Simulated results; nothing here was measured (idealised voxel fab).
This section sets out a process module, namely voxel quadruple lines.
The cross-section shown here is cut; it is 215 nm wide and divided into square cells measuring 5 nm on a side.
Cross-section = grid of square cells, listed top down in bands; band = one or more rows. Look at the band entry: it leads with the top's height and the bottom's height in nm. Then it lists the materials left to right, with a width in nm for each. The word "edge to edge" on a single material says that material fills the band edge to edge. The word "empty" is empty space. Convention: height 0 is the level below which the wafer, as received, is all one material. The lowest band does not terminate at the bottom but continues downward, represented as "0 -> down". Think of "30->40" as a width that walks from the first number to the second as you go down the band, top row to bottom row, taking equal-sized steps from row to row. "no change" means the step left every cell of the cross-section as it was. Listed in "Enclosed void catalog": every empty space of 8 or more cells without an open way to the top. Form: width x height at distance, the distance being from the left edge, all in nm. after a step's settings: what the simulator itself notes on the step. overlay nm: where the mask lay relative to plan, measured to the right, on steps with a mask; negatives go left.

Process steps - plan
1,RECEIVE | material Si
2,CONFORMAL_DEP | material SiO2 | thk nm 5
3,DIRECTIONAL_DEP | material TiN | thk nm 15
4,DIRECTIONAL_DEP | material polySi | thk nm 15
5,DIRECTIONAL_DEP | material aC | thk nm 25
6,PATTERN | tone cover | mask id MANDREL | material resist | width nm 35 | thk nm 35 | overlay nm 0
7,DIRECTIONAL_ETCH | etch materials aC | depth nm 25
8,STRIP | etch materials resist
9,CONFORMAL_DEP | material SiO2 | thk nm 15
10,DIRECTIONAL_ETCH | etch materials SiO2 | depth nm 15
11,STRIP | etch materials aC
12,DIRECTIONAL_ETCH | etch materials polySi | depth nm 15
13,STRIP | etch materials SiO2
14,CONFORMAL_DEP | material SiCN | thk nm 10
15,DIRECTIONAL_ETCH | etch materials SiCN | depth nm 10
16,STRIP | etch materials polySi
17,DIRECTIONAL_ETCH | etch materials TiN | depth nm 15
18,STRIP | etch materials SiCN
19,FILL_DEP | material lowk | thk nm 10
20,CMP | height nm 20

Cross-section: wafer on arrival = after step 1
	0 -> down | Si edge to edge
	Enclosed void catalog: none

End-of-module XS, first of two wafers, run as planned
	20 -> 5 | 65 of lowk, then 10 of TiN, then 15 of lowk, then 10 of TiN, then 15 of lowk, then 10 of TiN, then 15 of lowk, then 10 of TiN, then 65 of lowk
	5 -> 0 | SiO2 edge to edge
	0 -> down | Si edge to edge
	Enclosed void catalog: none

Second of two wafers, module complete, sectioned: it shares the first wafer's start and plan but was run with one mistake
	20 -> 15 | lowk edge to edge
	15 -> 0 | 65 of lowk, then 10 of TiN, then 15 of lowk, then 10 of TiN, then 15 of lowk, then 10 of TiN, then 15 of lowk, then 10 of TiN, then 65 of lowk
	0 -> down | Si edge to edge
	Enclosed void catalog: none
So what did we get wrong on this run? step 2 of the plan was bypassed and not carried out
Final comparison by cell count, materials where the second wafer has more or fewer than the first: -43 SiO2 | +43 lowk
